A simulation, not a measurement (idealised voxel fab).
Module name: voxel lift off (process module)
The cross-section shown here is cut; it is 165 nm wide and divided into square cells measuring 5 nm on a side.
This document writes a cross-section as a grid whose cells are square, and gives it as bands, listed from the top down; one or more rows of cells form a band. It is stipulated that each band's entry specify, in nanometres, the height of the top of the band and then that of its bottom, followed by the materials of the band in left-to-right sequence, each together with its width in nanometres. A single material marked by the word "full width" is understood to fill the band from edge to edge; the word "blank" is understood to denote empty space. It should be noted that heights are counted from 0, beneath which the wafer as supplied is of one material throughout, and that the lowest band possesses no lower boundary but continues downward, as written in "0 down". Top row gets the first number, bottom row gets the second, and each row in between changes by the same step: that is how a band width like "30->40" works. You'll sometimes find "nothing changed" written for a step, and that's the way of saying that nowhere in the cross-section did a cell change during that step. "Closed empty spaces" lists enclosed empty spaces (at least 8 cells, no open path upward to the top), each as width x height at distance from the left edge, in nm. What comes after the settings on a step's line is commentary from the simulator itself on that step. overlay nm: mask offset rightward from planned place, masked step; negative means leftward offset.
## The steps planned for the process are as follows
- 1: RECEIVE, material Si
- 2: CONFORMAL_DEP, material SiO2, thk nm 15
- 3: PATTERN, tone open, mask id LINES, material resist, width nm 30, pitch nm 45, thk nm 25, overlay nm -5
- 4: DIRECTIONAL_DEP, material Ru, thk nm 10
- 5: STRIP, etch materials resist
- 6: CONFORMAL_DEP, material SiO2, thk nm 10
For this document, wafers share an identical start and vary in the step 3 overlay nm; the plan quotes the first wafer's value.
## Cut through the first of several wafers as received, post step 1
	0 down: Si full width
	Closed empty spaces: none
## End-of-module cross-section, first of several wafers, after last step 6
	35 to 25: blank=5 / SiO2=140 / blank=20
	25 to 15: SiO2=15 / Ru=30 / SiO2=15 / Ru=30 / SiO2=15 / Ru=30 / SiO2=30
	15 to 0: SiO2 full width
	0 down: Si full width
	Closed empty spaces: none
## Cross-section, module end, final of several wafers
	35 to 25: blank=20 / SiO2=140 / blank=5
	25 to 15: SiO2=30 / Ru=30 / SiO2=15 / Ru=30 / SiO2=15 / Ru=30 / SiO2=15
	15 to 0: SiO2 full width
	0 down: Si full width
	Closed empty spaces: none
## Basically each wafer gets a line in the table, showing it at the end of the module: material by material, the cells it gained (+) or lost (-) since we got it, then its closed voids
overlay nm -5; +36 Ru; +185 SiO2; Closed empty spaces: none
overlay nm 0; +36 Ru; +185 SiO2; Closed empty spaces: none
overlay nm 5; +36 Ru; +185 SiO2; Closed empty spaces: none
overlay nm 10; +36 Ru; +185 SiO2; Closed empty spaces: none
